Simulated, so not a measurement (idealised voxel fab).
process module | voxel self aligned vias
The cross-section on display is named cut; it measures 285 nm wide, and its cells are 5 nm squares.
A cross-section in this document is a grid of square cells, and it is written down as bands, the top band listed before the ones below it; a band is made up of one or more rows of cells.
It is stipulated that each band's entry specify, in nanometres, the height of the top of the band and then that of its bottom, followed by the materials of the band in left-to-right sequence, each together with its width in nanometres. A single material marked by the word "throughout" is understood to fill the band from edge to edge; the word "empty" is understood to denote empty space.
Below 0: as-received wafer, all one material; heights counted from there. Lowest band: no bottom, goes on down, written "0 nm and below".
When a width is written as two numbers, as in "30..40", the first number is the width in the top row of cells of the band and the second is the width in its bottom row, and the width changes by the same amount from each row to the next.
For the purposes of this document, the phrase "nothing changed" attached to a step denotes that no cell within the cross-section was modified by that step.
Heads up: "Closed void entries" only lists the empty pockets with no open path to the top that are 8 cells or more, and it writes them as width x height at distance, distance from the left edge, in nm.
It should be noted that, on the line of a given step, the content following the step's settings is a remark produced by the simulator itself with respect to that step.
"overlay nm", when on a step's line for a step with a mask, measures how far to the right of its planned place the mask lay; a negative measure means to the left.
Process steps foreseen in the plan
1 op RECEIVE | material Si
2 op CONFORMAL_DEP | material SiO2 | thk nm 10
3 op CONFORMAL_DEP | material SiCN | thk nm 5
4 op DIRECTIONAL_DEP | material lowk | thk nm 25
5 op MASKED_ETCH | tone open | mask id LINES | width nm 20 | pitch nm 45 | etch materials lowk | depth nm 25 | overlay nm 0
6 op CONFORMAL_DEP | material TiN | thk nm 5
7 op FILL_DEP | material W | thk nm 10
8 op CMP | height nm 40
9 op SELECTIVE_ETCH | etch materials W Ru TiN | depth nm 5
10 op FILL_DEP | material SiN | thk nm 5
11 op CMP | height nm 40
12 op DIRECTIONAL_DEP | material lowk | thk nm 20
13 op DIRECTIONAL_DEP | material aC | thk nm 10
14 op PATTERN | tone open | mask id VIAS | material resist | width nm 30 | pitch nm 90 | thk nm 30 | overlay nm 0
15 op DIRECTIONAL_ETCH | etch materials aC | depth nm 10
16 op STRIP | etch materials resist
17 op DIRECTIONAL_ETCH | etch materials lowk | depth nm 20
18 op DIRECTIONAL_ETCH | etch materials SiN | depth nm 5
19 op STRIP | etch materials aC
20 op CONFORMAL_DEP | material TiN | thk nm 5
21 op FILL_DEP | material Ru | thk nm 5
22 op CMP | height nm 60
23 op CONFORMAL_DEP | material SiCN | thk nm 5
What follows covers the first of two wafers; it ran as planned
Cross-section of the incoming wafer, state after step 1
0 nm and below  Si throughout
Closed void entries: none
Cross-section: wafer state after step 2
10 nm to 0 nm  SiO2 throughout
For the remainder of the cross-section, below 0, there is no change.
Cross-section: wafer state after step 3
15 nm to 10 nm  SiCN throughout
For the remainder of the cross-section, below 10, there is no change.
Cross-section: wafer state after step 4
40 nm to 15 nm  lowk throughout
For the remainder of the cross-section, below 15, there is no change.
Cross-section: wafer state after step 5
40 nm to 15 nm  lowk: 85; empty: 20; lowk: 25; empty: 20; lowk: 25; empty: 20; lowk: 90
For the remainder of the cross-section, below 15, there is no change.
Cross-section: wafer state after step 6
45 nm to 40 nm  TiN: 90; empty: 10; TiN: 35; empty: 10; TiN: 35; empty: 10; TiN: 95
40 nm to 20 nm  lowk: 85; TiN: 5; empty: 10; TiN: 5; lowk: 25; TiN: 5; empty: 10; TiN: 5; lowk: 25; TiN: 5; empty: 10; TiN: 5; lowk: 90
20 nm to 15 nm  lowk: 85; TiN: 20; lowk: 25; TiN: 20; lowk: 25; TiN: 20; lowk: 90
For the remainder of the cross-section, below 15, there is no change.
Cross-section: wafer state after step 7
55 nm to 45 nm  W throughout
45 nm to 40 nm  TiN: 90; W: 10; TiN: 35; W: 10; TiN: 35; W: 10; TiN: 95
40 nm to 20 nm  lowk: 85; TiN: 5; W: 10; TiN: 5; lowk: 25; TiN: 5; W: 10; TiN: 5; lowk: 25; TiN: 5; W: 10; TiN: 5; lowk: 90
For the remainder of the cross-section, below 20, there is no change.
Cross-section: wafer state after step 8
40 nm to 20 nm  lowk: 85; TiN: 5; W: 10; TiN: 5; lowk: 25; TiN: 5; W: 10; TiN: 5; lowk: 25; TiN: 5; W: 10; TiN: 5; lowk: 90
For the remainder of the cross-section, below 20, there is no change.
Cross-section: wafer state after step 9
40 nm to 35 nm  lowk: 85; empty: 20; lowk: 25; empty: 20; lowk: 25; empty: 20; lowk: 90
For the remainder of the cross-section, below 35, there is no change.
Cross-section: wafer state after step 10
45 nm to 40 nm  SiN throughout
40 nm to 35 nm  lowk: 85; SiN: 20; lowk: 25; SiN: 20; lowk: 25; SiN: 20; lowk: 90
For the remainder of the cross-section, below 35, there is no change.
Cross-section: wafer state after step 11
40 nm to 35 nm  lowk: 85; SiN: 20; lowk: 25; SiN: 20; lowk: 25; SiN: 20; lowk: 90
For the remainder of the cross-section, below 35, there is no change.
Cross-section: wafer state after step 12
60 nm to 40 nm  lowk throughout
For the remainder of the cross-section, below 40, there is no change.
Cross-section: wafer state after step 13
70 nm to 60 nm  aC throughout
For the remainder of the cross-section, below 60, there is no change.
Cross-section: wafer state after step 14
100 nm to 70 nm  resist: 80; empty: 30; resist: 60; empty: 30; resist: 85
For the remainder of the cross-section, below 70, there is no change.
Cross-section: wafer state after step 15
90 nm to 70 nm  resist: 80; empty: 30; resist: 60; empty: 30; resist: 85
70 nm to 60 nm  aC: 80; empty: 30; aC: 60; empty: 30; aC: 85
For the remainder of the cross-section, below 60, there is no change.
Cross-section: wafer state after step 16
70 nm to 60 nm  aC: 80; empty: 30; aC: 60; empty: 30; aC: 85
For the remainder of the cross-section, below 60, there is no change.
Cross-section: wafer state after step 17
70 nm to 60 nm  aC: 80; empty: 30; aC: 60; empty: 30; aC: 85
60 nm to 40 nm  lowk: 80; empty: 30; lowk: 60; empty: 30; lowk: 85
For the remainder of the cross-section, below 40, there is no change.
Cross-section: wafer state after step 18
70 nm to 60 nm  aC: 80; empty: 30; aC: 60; empty: 30; aC: 85
60 nm to 40 nm  lowk: 80; empty: 30; lowk: 60; empty: 30; lowk: 85
40 nm to 35 nm  lowk: 85; empty: 20; lowk: 25; SiN: 20; lowk: 25; empty: 20; lowk: 90
For the remainder of the cross-section, below 35, there is no change.
Cross-section: wafer state after step 19
60 nm to 40 nm  lowk: 80; empty: 30; lowk: 60; empty: 30; lowk: 85
For the remainder of the cross-section, below 40, there is no change.
Cross-section: wafer state after step 20
65 nm to 60 nm  TiN: 85; empty: 20; TiN: 70; empty: 20; TiN: 90
60 nm to 45 nm  lowk: 80; TiN: 5; empty: 20; TiN: 5; lowk: 60; TiN: 5; empty: 20; TiN: 5; lowk: 85
45 nm to 40 nm  lowk: 80; TiN: 10; empty: 10; TiN: 10; lowk: 60; TiN: 10; empty: 10; TiN: 10; lowk: 85
40 nm to 35 nm  lowk: 85; TiN: 20; lowk: 25; SiN: 20; lowk: 25; TiN: 20; lowk: 90
For the remainder of the cross-section, below 35, there is no change.
Cross-section: wafer state after step 21
70 nm to 65 nm  Ru throughout
65 nm to 60 nm  TiN: 85; Ru: 20; TiN: 70; Ru: 20; TiN: 90
60 nm to 45 nm  lowk: 80; TiN: 5; Ru: 20; TiN: 5; lowk: 60; TiN: 5; Ru: 20; TiN: 5; lowk: 85
45 nm to 40 nm  lowk: 80; TiN: 10; Ru: 10; TiN: 10; lowk: 60; TiN: 10; Ru: 10; TiN: 10; lowk: 85
For the remainder of the cross-section, below 40, there is no change.
Cross-section: wafer state after step 22
60 nm to 45 nm  lowk: 80; TiN: 5; Ru: 20; TiN: 5; lowk: 60; TiN: 5; Ru: 20; TiN: 5; lowk: 85
For the remainder of the cross-section, below 45, there is no change.
Cross-section: wafer state after step 23
65 nm to 60 nm  SiCN throughout
For the remainder of the cross-section, below 60, there is no change.
Second wafer: same start and same plan as the first, one execution error; identical to the first through step 13
Planned end of step 14: second wafer, cross-section
100 nm to 70 nm  resist: 80; empty: 35; resist: 55; empty: 35; resist: 80
For the remainder of the cross-section, below 70, there is no change.
Planned end of step 15: second wafer, cross-section
90 nm to 70 nm  resist: 80; empty: 35; resist: 55; empty: 35; resist: 80
70 nm to 60 nm  aC: 80; empty: 35; aC: 55; empty: 35; aC: 80
For the remainder of the cross-section, below 60, there is no change.
Planned end of step 16: second wafer, cross-section
70 nm to 60 nm  aC: 80; empty: 35; aC: 55; empty: 35; aC: 80
For the remainder of the cross-section, below 60, there is no change.
Planned end of step 17: second wafer, cross-section
70 nm to 60 nm  aC: 80; empty: 35; aC: 55; empty: 35; aC: 80
60 nm to 40 nm  lowk: 80; empty: 35; lowk: 55; empty: 35; lowk: 80
For the remainder of the cross-section, below 40, there is no change.
Planned end of step 18: second wafer, cross-section
70 nm to 60 nm  aC: 80; empty: 35; aC: 55; empty: 35; aC: 80
60 nm to 40 nm  lowk: 80; empty: 35; lowk: 55; empty: 35; lowk: 80
40 nm to 35 nm  lowk: 85; empty: 20; lowk: 25; SiN: 20; lowk: 25; empty: 20; lowk: 90
For the remainder of the cross-section, below 35, there is no change.
Planned end of step 19: second wafer, cross-section
60 nm to 40 nm  lowk: 80; empty: 35; lowk: 55; empty: 35; lowk: 80
For the remainder of the cross-section, below 40, there is no change.
Planned end of step 20: second wafer, cross-section
65 nm to 60 nm  TiN: 85; empty: 25; TiN: 65; empty: 25; TiN: 85
60 nm to 45 nm  lowk: 80; TiN: 5; empty: 25; TiN: 5; lowk: 55; TiN: 5; empty: 25; TiN: 5; lowk: 80
45 nm to 40 nm  lowk: 80; TiN: 10; empty: 10; TiN: 15; lowk: 55; TiN: 10; empty: 10; TiN: 15; lowk: 80
40 nm to 35 nm  lowk: 85; TiN: 20; lowk: 25; SiN: 20; lowk: 25; TiN: 20; lowk: 90
For the remainder of the cross-section, below 35, there is no change.
Planned end of step 21: second wafer, cross-section
70 nm to 65 nm  Ru throughout
65 nm to 60 nm  TiN: 85; Ru: 25; TiN: 65; Ru: 25; TiN: 85
60 nm to 45 nm  lowk: 80; TiN: 5; Ru: 25; TiN: 5; lowk: 55; TiN: 5; Ru: 25; TiN: 5; lowk: 80
45 nm to 40 nm  lowk: 80; TiN: 10; Ru: 10; TiN: 15; lowk: 55; TiN: 10; Ru: 10; TiN: 15; lowk: 80
For the remainder of the cross-section, below 40, there is no change.
Planned end of step 22: second wafer, cross-section
60 nm to 45 nm  lowk: 80; TiN: 5; Ru: 25; TiN: 5; lowk: 55; TiN: 5; Ru: 25; TiN: 5; lowk: 80
For the remainder of the cross-section, below 45, there is no change.
Planned end of step 23: second wafer, cross-section
65 nm to 60 nm  SiCN throughout
For the remainder of the cross-section, below 60, there is no change.
Here's what went sideways: note that step 14 departed from the planned setting and was carried out as op PATTERN | tone open | mask id VIAS | material resist | width nm 35 | pitch nm 90 | thk nm 30 | overlay nm 0
Final difference in cells, second wafer against first, listed per material as more or fewer: Ru: 6 more | TiN: 2 more | lowk: 8 fewer
